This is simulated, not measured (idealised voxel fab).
The process module that follows is named voxel double patterning.
Each square cell in cross-section cut measures 5 nm, and the section as a whole is 290 nm wide.
A cross-section is a grid of square cells, given in bands from the top down. A band is one or more rows of cells.
Look at the band entry: it leads with the top's height and the bottom's height in nm. Then it lists the materials left to right, with a width in nm for each. The word "full width" on a single material says that material fills the band edge to edge. The word "empty" is empty space.
Height datum 0, below which the as-received substrate wafer is one material. Lowest band open at the bottom, running downward: "z 0 and below".
It should be noted that a width expressed as "30 to 40" varies in equal increments from row to row of cells within the band, taking the value of the first number at the top row and that of the second number at the bottom row.
Step marked "nothing was modified"? Then no cell in the cross-section changed in it.
"Listed closed voids" contains a list of empty spaces, each no smaller than 8 cells and without an open way to the top, written in the form width x height at distance with the distance from the left edge and all three in nm.
Formally, on a step line, whatever follows the settings is a remark that the simulator itself makes on the step.
The line of a step may include "overlay nm". On a step with a mask, this value is how far to the right of its planned place the mask lay. A negative value means the mask lay to the left.

Listed below are the process steps as planned:
1: RECEIVE [material Si]
2: CONFORMAL_DEP [material SiO2] [thk nm 5]
3: DIRECTIONAL_DEP [material TiN] [thk nm 10]
4: DIRECTIONAL_DEP [material SiCN] [thk nm 5]
5: MASKED_ETCH [tone open] [mask id FIRST] [width nm 15] [pitch nm 50] [etch materials SiCN] [depth nm 5] [overlay nm 0]
6: MASKED_ETCH [tone open] [mask id SECOND] [width nm 15] [pitch nm 50] [etch materials SiCN] [depth nm 5] [overlay nm 0]
7: DIRECTIONAL_ETCH [etch materials TiN] [depth nm 10]
8: STRIP [etch materials SiCN]

First of the two wafers, run per plan:

Here's what the wafer looked like in cross-section when it arrived - that's after step 1:
  z 0 and below  Si full width
  Listed closed voids: none

Cross-sectional representation of the wafer at the conclusion of step 2:
  z 5 to 0  SiO2 full width
  Nothing below the height 0 has changed.

Cross-sectional representation of the wafer at the conclusion of step 3:
  z 15 to 5  TiN full width
  Nothing below the height 5 has changed.

Cross-sectional representation of the wafer at the conclusion of step 4:
  z 20 to 15  SiCN full width
  Nothing below the height 15 has changed.

Cross-sectional representation of the wafer at the conclusion of step 5:
  z 20 to 15  SiCN: 85 / empty: 15 / SiCN: 35 / empty: 15 / SiCN: 35 / empty: 15 / SiCN: 90
  Nothing below the height 15 has changed.

Cross-sectional representation of the wafer at the conclusion of step 6:
  z 20 to 15  SiCN: 85 / empty: 15 / SiCN: 10 / empty: 15 / SiCN: 10 / empty: 15 / SiCN: 10 / empty: 15 / SiCN: 10 / empty: 15 / SiCN: 90
  Nothing below the height 15 has changed.

Cross-sectional representation of the wafer at the conclusion of step 7:
  z 20 to 15  SiCN: 85 / empty: 15 / SiCN: 10 / empty: 15 / SiCN: 10 / empty: 15 / SiCN: 10 / empty: 15 / SiCN: 10 / empty: 15 / SiCN: 90
  z 15 to 5  TiN: 85 / empty: 15 / TiN: 10 / empty: 15 / TiN: 10 / empty: 15 / TiN: 10 / empty: 15 / TiN: 10 / empty: 15 / TiN: 90
  Nothing below the height 5 has changed.

Cross-sectional representation of the wafer at the conclusion of step 8:
  z 15 to 5  TiN: 85 / empty: 15 / TiN: 10 / empty: 15 / TiN: 10 / empty: 15 / TiN: 10 / empty: 15 / TiN: 10 / empty: 15 / TiN: 90
  Nothing below the height 5 has changed.

Second wafer - shared start and plan with the first - one error in running - same as the first up to step 1 inclusive:

Cross-section: second wafer, time at which step 2 was scheduled to end:
  z 10 to 0  TiN full width
  Nothing below the height 0 has changed.

Cross-section: second wafer, time at which step 3 was scheduled to end:
  z 15 to 10  SiO2 full width
  Nothing below the height 10 has changed.

Cross-section: second wafer, time at which step 4 was scheduled to end:
  z 20 to 15  SiCN full width
  Nothing below the height 15 has changed.

Cross-section: second wafer, time at which step 5 was scheduled to end:
  z 20 to 15  SiCN: 85 / empty: 15 / SiCN: 35 / empty: 15 / SiCN: 35 / empty: 15 / SiCN: 90
  Nothing below the height 15 has changed.

Cross-section: second wafer, time at which step 6 was scheduled to end:
  z 20 to 15  SiCN: 85 / empty: 15 / SiCN: 10 / empty: 15 / SiCN: 10 / empty: 15 / SiCN: 10 / empty: 15 / SiCN: 10 / empty: 15 / SiCN: 90
  Nothing below the height 15 has changed.

Cross-section: second wafer, time at which step 7 was scheduled to end: nothing was modified

Cross-section: second wafer, time at which step 8 was scheduled to end:
  z 15 to 10  SiO2 full width
  Nothing below the height 10 has changed.
What was the processing mistake? a sequencing error occurred in which plan steps 2 and 3 were transposed
End of process, cell counts, second wafer against first, materials with more or fewer: TiN +30
